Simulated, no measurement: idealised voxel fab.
Documented hereafter: the process module known as voxel self aligned contacts.
The cross-section on display is named cut; it measures 300 nm wide, and its cells are 5 nm squares.
In what follows, cross-sections appear as grids of square cells, described through bands that run from the top down, where every band is one or more rows of cells. In this notation a band is specified by the heights of its top and bottom, in that order and in nm, after which its materials appear from left to right, each paired with its width in nm. The word "edge to edge" attached to a single material means that material fills the band from edge to edge; the word "air" stands for empty space. Beneath 0, the wafer as received is one material, and that level is where height counting begins. The lowest band goes on downward without a bottom; it is written like "0 nm and below". Top row gets the first number, bottom row gets the second, and each row in between changes by the same step: that is how a band width like "30..40" works. It should be understood that the words "no modification", when stated for a given step, signify that the cross-section underwent no change in any of its cells during that step. Look at "Completely enclosed voids" for the closed voids: empty spaces with no open path to the top, sized 8 cells or up. Each is width x height at distance, distance from the left edge, all nm. Where a step's line continues beyond its settings, the continuation is a remark by the simulator itself on that step. On any step carrying a mask, the "overlay nm" setting, if present on the step's line, tells how far right of its planned place the mask lay; negative values point to the left.

-- plan
1) RECEIVE, material Si
2) OXIDIZE, depth nm 5
3) DIRECTIONAL_DEP, material polySi, thk nm 30
4) DIRECTIONAL_DEP, material SiN, thk nm 20
5) DIRECTIONAL_DEP, material aC, thk nm 15
6) PATTERN, tone cover, mask id GATE, material resist, width nm 35, pitch nm 80, thk nm 35, overlay nm 0
7) DIRECTIONAL_ETCH, etch materials aC, depth nm 15
8) STRIP, etch materials resist
9) DIRECTIONAL_ETCH, etch materials SiN, depth nm 20
10) DIRECTIONAL_ETCH, etch materials polySi, depth nm 30
11) STRIP, etch materials aC
12) CONFORMAL_DEP, material SiN, thk nm 10
13) DIRECTIONAL_ETCH, etch materials SiN, depth nm 10
14) FILL_DEP, material SiO2, thk nm 20
15) CMP, height nm 60
16) PATTERN, tone open, mask id CONTACT, material resist, width nm 65, thk nm 15, overlay nm 0
17) DIRECTIONAL_ETCH, etch materials SiO2, depth nm 65
18) STRIP, etch materials resist
19) CONFORMAL_DEP, material TiN, thk nm 5
20) FILL_DEP, material W, thk nm 5
21) CMP, height nm 60
22) CONFORMAL_DEP, material SiN, thk nm 5

-- So, the first of our two wafers, run just as we planned it

-- Here's what the wafer looked like in cross-section when it arrived - that's after step 1
- 0 nm and below  Si edge to edge
- Completely enclosed voids: none

-- You're looking at a cross-section of the wafer after step 2
- 0 nm to -5 nm  SiO2 edge to edge
- Anything lower than -5 is untouched.

-- You're looking at a cross-section of the wafer after step 3
- 30 nm to 0 nm  polySi edge to edge
- Anything lower than 0 is untouched.

-- You're looking at a cross-section of the wafer after step 4
- 50 nm to 30 nm  SiN edge to edge
- Anything lower than 30 is untouched.

-- You're looking at a cross-section of the wafer after step 5
- 65 nm to 50 nm  aC edge to edge
- Anything lower than 50 is untouched.

-- You're looking at a cross-section of the wafer after step 6
- 100 nm to 65 nm  air 90 nm  resist 35 nm  air 45 nm  resist 35 nm  air 95 nm
- Anything lower than 65 is untouched.

-- You're looking at a cross-section of the wafer after step 7
- 85 nm to 65 nm  air 90 nm  resist 35 nm  air 45 nm  resist 35 nm  air 95 nm
- 65 nm to 50 nm  air 90 nm  aC 35 nm  air 45 nm  aC 35 nm  air 95 nm
- Anything lower than 50 is untouched.

-- You're looking at a cross-section of the wafer after step 8
- 65 nm to 50 nm  air 90 nm  aC 35 nm  air 45 nm  aC 35 nm  air 95 nm
- Anything lower than 50 is untouched.

-- You're looking at a cross-section of the wafer after step 9
- 65 nm to 50 nm  air 90 nm  aC 35 nm  air 45 nm  aC 35 nm  air 95 nm
- 50 nm to 30 nm  air 90 nm  SiN 35 nm  air 45 nm  SiN 35 nm  air 95 nm
- Anything lower than 30 is untouched.

-- You're looking at a cross-section of the wafer after step 10
- 65 nm to 50 nm  air 90 nm  aC 35 nm  air 45 nm  aC 35 nm  air 95 nm
- 50 nm to 30 nm  air 90 nm  SiN 35 nm  air 45 nm  SiN 35 nm  air 95 nm
- 30 nm to 0 nm  air 90 nm  polySi 35 nm  air 45 nm  polySi 35 nm  air 95 nm
- Anything lower than 0 is untouched.

-- You're looking at a cross-section of the wafer after step 11
- 50 nm to 30 nm  air 90 nm  SiN 35 nm  air 45 nm  SiN 35 nm  air 95 nm
- Anything lower than 30 is untouched.

-- You're looking at a cross-section of the wafer after step 12
- 60 nm to 30 nm  air 80 nm  SiN 55 nm  air 25 nm  SiN 55 nm  air 85 nm
- 30 nm to 10 nm  air 80 nm  SiN 10 nm  polySi 35 nm  SiN 10 nm  air 25 nm  SiN 10 nm  polySi 35 nm  SiN 10 nm  air 85 nm
- 10 nm to 0 nm  SiN 90 nm  polySi 35 nm  SiN 45 nm  polySi 35 nm  SiN 95 nm
- Anything lower than 0 is untouched.

-- You're looking at a cross-section of the wafer after step 13
- 50 nm to 30 nm  air 80 nm  SiN 55 nm  air 25 nm  SiN 55 nm  air 85 nm
- 30 nm to 0 nm  air 80 nm  SiN 10 nm  polySi 35 nm  SiN 10 nm  air 25 nm  SiN 10 nm  polySi 35 nm  SiN 10 nm  air 85 nm
- Anything lower than 0 is untouched.

-- You're looking at a cross-section of the wafer after step 14
- 70 nm to 50 nm  SiO2 edge to edge
- 50 nm to 30 nm  SiO2 80 nm  SiN 55 nm  SiO2 25 nm  SiN 55 nm  SiO2 85 nm
- 30 nm to 0 nm  SiO2 80 nm  SiN 10 nm  polySi 35 nm  SiN 10 nm  SiO2 25 nm  SiN 10 nm  polySi 35 nm  SiN 10 nm  SiO2 85 nm
- Anything lower than 0 is untouched.

-- You're looking at a cross-section of the wafer after step 15
- 60 nm to 50 nm  SiO2 edge to edge
- Anything lower than 50 is untouched.

-- You're looking at a cross-section of the wafer after step 16
- 75 nm to 60 nm  resist 115 nm  air 65 nm  resist 120 nm
- Anything lower than 60 is untouched.

-- You're looking at a cross-section of the wafer after step 17
- 75 nm to 60 nm  resist 115 nm  air 65 nm  resist 120 nm
- 60 nm to 50 nm  SiO2 115 nm  air 65 nm  SiO2 120 nm
- 50 nm to 30 nm  SiO2 80 nm  SiN 55 nm  air 25 nm  SiN 55 nm  SiO2 85 nm
- 30 nm to 0 nm  SiO2 80 nm  SiN 10 nm  polySi 35 nm  SiN 10 nm  air 25 nm  SiN 10 nm  polySi 35 nm  SiN 10 nm  SiO2 85 nm
- 0 nm to -5 nm  SiO2 135 nm  air 25 nm  SiO2 140 nm
- Anything lower than -5 is untouched.

-- You're looking at a cross-section of the wafer after step 18
- 60 nm to 50 nm  SiO2 115 nm  air 65 nm  SiO2 120 nm
- Anything lower than 50 is untouched.

-- You're looking at a cross-section of the wafer after step 19
- 65 nm to 60 nm  TiN 120 nm  air 55 nm  TiN 125 nm
- 60 nm to 50 nm  SiO2 115 nm  TiN 5..25 nm  air 55..15 nm  TiN 5..25 nm  SiO2 120 nm
- 50 nm to 30 nm  SiO2 80 nm  SiN 55 nm  TiN 5 nm  air 15 nm  TiN 5 nm  SiN 55 nm  SiO2 85 nm
- 30 nm to 0 nm  SiO2 80 nm  SiN 10 nm  polySi 35 nm  SiN 10 nm  TiN 5 nm  air 15 nm  TiN 5 nm  SiN 10 nm  polySi 35 nm  SiN 10 nm  SiO2 85 nm
- 0 nm to -5 nm  SiO2 135 nm  TiN 25 nm  SiO2 140 nm
- Anything lower than -5 is untouched.

-- You're looking at a cross-section of the wafer after step 20
- 70 nm to 65 nm  W edge to edge
- 65 nm to 60 nm  TiN 120 nm  W 55 nm  TiN 125 nm
- 60 nm to 50 nm  SiO2 115 nm  TiN 5..25 nm  W 55..15 nm  TiN 5..25 nm  SiO2 120 nm
- 50 nm to 30 nm  SiO2 80 nm  SiN 55 nm  TiN 5 nm  W 15 nm  TiN 5 nm  SiN 55 nm  SiO2 85 nm
- 30 nm to 0 nm  SiO2 80 nm  SiN 10 nm  polySi 35 nm  SiN 10 nm  TiN 5 nm  W 15 nm  TiN 5 nm  SiN 10 nm  polySi 35 nm  SiN 10 nm  SiO2 85 nm
- Anything lower than 0 is untouched.

-- You're looking at a cross-section of the wafer after step 21
- 60 nm to 50 nm  SiO2 115 nm  TiN 5..25 nm  W 55..15 nm  TiN 5..25 nm  SiO2 120 nm
- Anything lower than 50 is untouched.

-- You're looking at a cross-section of the wafer after step 22
- 65 nm to 60 nm  SiN edge to edge
- Anything lower than 60 is untouched.

-- Wafer two. Identical start, identical plan. One mistake in execution. Identical history through step 11

-- when step 12 should have ended
- 60 nm to 50 nm  air 80 nm  TiN 55 nm  air 25 nm  TiN 55 nm  air 85 nm
- 50 nm to 30 nm  air 80 nm  TiN 10 nm  SiN 35 nm  TiN 10 nm  air 25 nm  TiN 10 nm  SiN 35 nm  TiN 10 nm  air 85 nm
- 30 nm to 10 nm  air 80 nm  TiN 10 nm  polySi 35 nm  TiN 10 nm  air 25 nm  TiN 10 nm  polySi 35 nm  TiN 10 nm  air 85 nm
- 10 nm to 0 nm  TiN 90 nm  polySi 35 nm  TiN 45 nm  polySi 35 nm  TiN 95 nm
- Anything lower than 0 is untouched.

when step 13 should have ended: no modification

-- when step 14 should have ended
- 80 nm to 60 nm  SiO2 edge to edge
- 60 nm to 50 nm  SiO2 80 nm  TiN 55 nm  SiO2 25 nm  TiN 55 nm  SiO2 85 nm
- 50 nm to 30 nm  SiO2 80 nm  TiN 10 nm  SiN 35 nm  TiN 10 nm  SiO2 25 nm  TiN 10 nm  SiN 35 nm  TiN 10 nm  SiO2 85 nm
- 30 nm to 10 nm  SiO2 80 nm  TiN 10 nm  polySi 35 nm  TiN 10 nm  SiO2 25 nm  TiN 10 nm  polySi 35 nm  TiN 10 nm  SiO2 85 nm
- Anything lower than 10 is untouched.

-- when step 15 should have ended
- 60 nm to 50 nm  SiO2 80 nm  TiN 55 nm  SiO2 25 nm  TiN 55 nm  SiO2 85 nm
- Anything lower than 50 is untouched.

-- when step 16 should have ended
- 75 nm to 60 nm  resist 115 nm  air 65 nm  resist 120 nm
- Anything lower than 60 is untouched.

-- when step 17 should have ended
- 75 nm to 60 nm  resist 115 nm  air 65 nm  resist 120 nm
- 60 nm to 50 nm  SiO2 80 nm  TiN 55 nm  air 25 nm  TiN 55 nm  SiO2 85 nm
- 50 nm to 30 nm  SiO2 80 nm  TiN 10 nm  SiN 35 nm  TiN 10 nm  air 25 nm  TiN 10 nm  SiN 35 nm  TiN 10 nm  SiO2 85 nm
- 30 nm to 10 nm  SiO2 80 nm  TiN 10 nm  polySi 35 nm  TiN 10 nm  air 25 nm  TiN 10 nm  polySi 35 nm  TiN 10 nm  SiO2 85 nm
- Anything lower than 10 is untouched.

-- when step 18 should have ended
- 60 nm to 50 nm  SiO2 80 nm  TiN 55 nm  air 25 nm  TiN 55 nm  SiO2 85 nm
- Anything lower than 50 is untouched.

-- when step 19 should have ended
- 65 nm to 60 nm  TiN 140 nm  air 15 nm  TiN 145 nm
- 60 nm to 50 nm  SiO2 80 nm  TiN 60 nm  air 15 nm  TiN 60 nm  SiO2 85 nm
- 50 nm to 30 nm  SiO2 80 nm  TiN 10 nm  SiN 35 nm  TiN 15 nm  air 15 nm  TiN 15 nm  SiN 35 nm  TiN 10 nm  SiO2 85 nm
- 30 nm to 15 nm  SiO2 80 nm  TiN 10 nm  polySi 35 nm  TiN 15 nm  air 15 nm  TiN 15 nm  polySi 35 nm  TiN 10 nm  SiO2 85 nm
- 15 nm to 10 nm  SiO2 80 nm  TiN 10 nm  polySi 35 nm  TiN 45 nm  polySi 35 nm  TiN 10 nm  SiO2 85 nm
- Anything lower than 10 is untouched.

-- when step 20 should have ended
- 70 nm to 65 nm  W edge to edge
- 65 nm to 60 nm  TiN 140 nm  W 15 nm  TiN 145 nm
- 60 nm to 50 nm  SiO2 80 nm  TiN 60 nm  W 15 nm  TiN 60 nm  SiO2 85 nm
- 50 nm to 30 nm  SiO2 80 nm  TiN 10 nm  SiN 35 nm  TiN 15 nm  W 15 nm  TiN 15 nm  SiN 35 nm  TiN 10 nm  SiO2 85 nm
- 30 nm to 15 nm  SiO2 80 nm  TiN 10 nm  polySi 35 nm  TiN 15 nm  W 15 nm  TiN 15 nm  polySi 35 nm  TiN 10 nm  SiO2 85 nm
- Anything lower than 15 is untouched.

-- when step 21 should have ended
- 60 nm to 50 nm  SiO2 80 nm  TiN 60 nm  W 15 nm  TiN 60 nm  SiO2 85 nm
- Anything lower than 50 is untouched.

-- when step 22 should have ended
- 65 nm to 60 nm  SiN edge to edge
- Anything lower than 60 is untouched.
Here's what went sideways: step 12 did not happen as planned, as run it was CONFORMAL_DEP, material TiN, thk nm 10
Bottom line after processing is that, in cells, the second wafer is up or down on some materials versus the first: 80 fewer of SiN, 89 fewer of SiO2, 186 more of TiN, 17 fewer of W
